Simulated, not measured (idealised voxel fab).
process module | voxel spacer lines
cross-section cut | 190 nm wide | cells 5 nm
A cross-section is a grid of square cells, given in bands from the top down. A band is one or more rows of cells.
Each band's line starts with the height of the band's top and of its bottom, in nm. Then come its materials from left to right, each with its width in nm. One material with "throughout" fills the band from edge to edge. "air" is empty space.
Height 0 is the level under which the wafer as received is all one material. The lowest band goes on downwards, as in "0 down".
A width such as "30 to 40" changes by the same amount from each row of cells to the next, from the band's top row to its bottom row.
"no change" after a step means that no cell of the cross-section changed.
closed voids: empty space of 8 cells or more with no open way to the top, each as width x height at its distance from the left edge, in nm
after a step's settings: what the simulator itself notes on the step
overlay nm, on a step with a mask: how far to the right of its planned place the mask lay; to the left if negative
plan
1 op RECEIVE | material Si
2 op CONFORMAL_DEP | material Al2O3 | thk nm 10
3 op DIRECTIONAL_DEP | material TiN | thk nm 10
4 op DIRECTIONAL_DEP | material aC | thk nm 30
5 op PATTERN | tone cover | mask id MANDREL | material resist | width nm 15 | pitch nm 50 | thk nm 40 | overlay nm 0
6 op DIRECTIONAL_ETCH | etch materials aC | depth nm 30
7 op STRIP | etch materials resist
8 op CONFORMAL_DEP | material SiN | thk nm 10
9 op DIRECTIONAL_ETCH | etch materials SiN | depth nm 10
10 op STRIP | etch materials aC
11 op DIRECTIONAL_ETCH | etch materials TiN | depth nm 10
12 op STRIP | etch materials SiN
first wafer, as planned
as received, after step 1
  0 down: Si throughout
  closed voids: none
after step 2
  10 to 0: Al2O3 throughout
  below 0: unchanged
after step 3
  20 to 10: TiN throughout
  below 10: unchanged
after step 4
  50 to 20: aC throughout
  below 20: unchanged
after step 5
  90 to 50: air 60 | resist 15 | air 35 | resist 15 | air 65
  below 50: unchanged
after step 6
  60 to 50: air 60 | resist 15 | air 35 | resist 15 | air 65
  50 to 20: air 60 | aC 15 | air 35 | aC 15 | air 65
  below 20: unchanged
after step 7
  50 to 20: air 60 | aC 15 | air 35 | aC 15 | air 65
  below 20: unchanged
after step 8
  60 to 50: air 50 | SiN 35 | air 15 | SiN 35 | air 55
  50 to 30: air 50 | SiN 10 | aC 15 | SiN 10 | air 15 | SiN 10 | aC 15 | SiN 10 | air 55
  30 to 20: SiN 60 | aC 15 | SiN 35 | aC 15 | SiN 65
  below 20: unchanged
after step 9
  50 to 20: air 50 | SiN 10 | aC 15 | SiN 10 | air 15 | SiN 10 | aC 15 | SiN 10 | air 55
  below 20: unchanged
after step 10
  50 to 20: air 50 | SiN 10 | air 15 | SiN 10 | air 15 | SiN 10 | air 15 | SiN 10 | air 55
  below 20: unchanged
after step 11
  50 to 20: air 50 | SiN 10 | air 15 | SiN 10 | air 15 | SiN 10 | air 15 | SiN 10 | air 55
  20 to 10: air 50 | TiN 10 | air 15 | TiN 10 | air 15 | TiN 10 | air 15 | TiN 10 | air 55
  below 10: unchanged
after step 12
  20 to 10: air 50 | TiN 10 | air 15 | TiN 10 | air 15 | TiN 10 | air 15 | TiN 10 | air 55
  below 10: unchanged
second wafer: like start, like plan, one mistake. Through step 1 it matches the first wafer
when step 2 should have ended
  10 to 0: aC throughout
  below 0: unchanged
when step 3 should have ended
  20 to 10: TiN throughout
  below 10: unchanged
when step 4 should have ended
  50 to 20: aC throughout
  below 20: unchanged
when step 5 should have ended
  90 to 50: air 60 | resist 15 | air 35 | resist 15 | air 65
  below 50: unchanged
when step 6 should have ended
  60 to 50: air 60 | resist 15 | air 35 | resist 15 | air 65
  50 to 20: air 60 | aC 15 | air 35 | aC 15 | air 65
  below 20: unchanged
when step 7 should have ended
  50 to 20: air 60 | aC 15 | air 35 | aC 15 | air 65
  below 20: unchanged
when step 8 should have ended
  60 to 50: air 50 | SiN 35 | air 15 | SiN 35 | air 55
  50 to 30: air 50 | SiN 10 | aC 15 | SiN 10 | air 15 | SiN 10 | aC 15 | SiN 10 | air 55
  30 to 20: SiN 60 | aC 15 | SiN 35 | aC 15 | SiN 65
  below 20: unchanged
when step 9 should have ended
  50 to 20: air 50 | SiN 10 | aC 15 | SiN 10 | air 15 | SiN 10 | aC 15 | SiN 10 | air 55
  below 20: unchanged
when step 10 should have ended
  50 to 20: air 50 | SiN 10 | air 15 | SiN 10 | air 15 | SiN 10 | air 15 | SiN 10 | air 55
  below 20: unchanged
when step 11 should have ended
  50 to 20: air 50 | SiN 10 | air 15 | SiN 10 | air 15 | SiN 10 | air 15 | SiN 10 | air 55
  20 to 10: air 50 | TiN 10 | air 15 | TiN 10 | air 15 | TiN 10 | air 15 | TiN 10 | air 55
  below 10: unchanged
when step 12 should have ended
  20 to 10: air 50 | TiN 10 | air 15 | TiN 10 | air 15 | TiN 10 | air 15 | TiN 10 | air 55
  below 10: unchanged
what went wrong: step 2 ran as: op CONFORMAL_DEP | material aC | thk nm 10
at the end the second wafer has, in cells: 76 fewer of Al2O3 | 76 more of aC
